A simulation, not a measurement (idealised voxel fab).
This is a process module. Its name is voxel fin reveal.
Section cut is 160 nm wide and gridded with 5 nm square cells.
Cross-section format: a grid of square cells, given as bands from top to bottom; each band is one or more rows of cells.
Within each band entry, the heights of the top and of the bottom of the band appear first, in that order and in nm; the materials of the band then follow from left to right, each with its corresponding width in nm. The designation "all across" on a single material indicates that it fills the band from edge to edge; the designation "blank" indicates empty space.
Basically, 0 is our baseline, since under it the wafer straight out of the box is all one material. The bottom band has no lower end and keeps on going down, so it looks like "top 0, no bottom".
The expression "30->40" gives the width at the extremes of the band, the first number at its top row of cells and the second at its bottom row, with the width changing by equal amounts from each row to the next in between.
Basically "no modification" means that step didn't change any cell in the cross-section.
"Enclosed cavities" lists enclosed empty spaces (at least 8 cells, no open path upward to the top), each as width x height at distance from the left edge, in nm.
after a step's settings: what the simulator itself notes on the step
The setting "overlay nm" may be written on the line of a step. When the step uses a mask, the value reports how far to the right of the planned place the mask lay, and a negative value reports that it lay to the left.

-- Process steps (planned)
1) RECEIVE: material Si
2) CONFORMAL_DEP: material SiN, thk nm 10
3) DIRECTIONAL_DEP: material aC, thk nm 10
4) PATTERN: tone cover, mask id FINS, material resist, width nm 15, pitch nm 35, thk nm 30, overlay nm 0
5) DIRECTIONAL_ETCH: etch materials aC, depth nm 10
6) STRIP: etch materials resist
7) DIRECTIONAL_ETCH: etch materials SiN, depth nm 10
8) DIRECTIONAL_ETCH: etch materials Si, depth nm 40
9) STRIP: etch materials aC
10) FILL_DEP: material SiO2, thk nm 15
11) CMP: height nm 10
12) SELECTIVE_ETCH: etch materials SiO2, depth nm 25
13) STRIP: etch materials SiN
14) CONFORMAL_DEP: material SiO2, thk nm 5

-- Cross-section of the wafer at receipt, which is the condition after step 1
    top 0, no bottom  Si all across
    Enclosed cavities: none

-- Wafer at module end, in section. Began as above, planned as above, run with one mistake
    top 5, bottom 0  SiO2 40 nm  blank 5 nm  SiO2 30 nm  blank 5 nm  SiO2 30 nm  blank 5 nm  SiO2 45 nm
    top 0, bottom -10  Si 35 nm  SiO2 5 nm  blank 5 nm  SiO2 5 nm  Si 20 nm  SiO2 5 nm  blank 5 nm  SiO2 5 nm  Si 20 nm  SiO2 5 nm  blank 5 nm  SiO2 5 nm  Si 40 nm
    top -10, bottom -40  Si 35 nm  SiO2 15 nm  Si 20 nm  SiO2 15 nm  Si 20 nm  SiO2 15 nm  Si 40 nm
    top -40, no bottom  Si all across
    Enclosed cavities: none
Diagnosis: for step 4, the planned setting was not used; the step was instead run as PATTERN: tone open, mask id FINS, material resist, width nm 15, pitch nm 35, thk nm 30, overlay nm 0
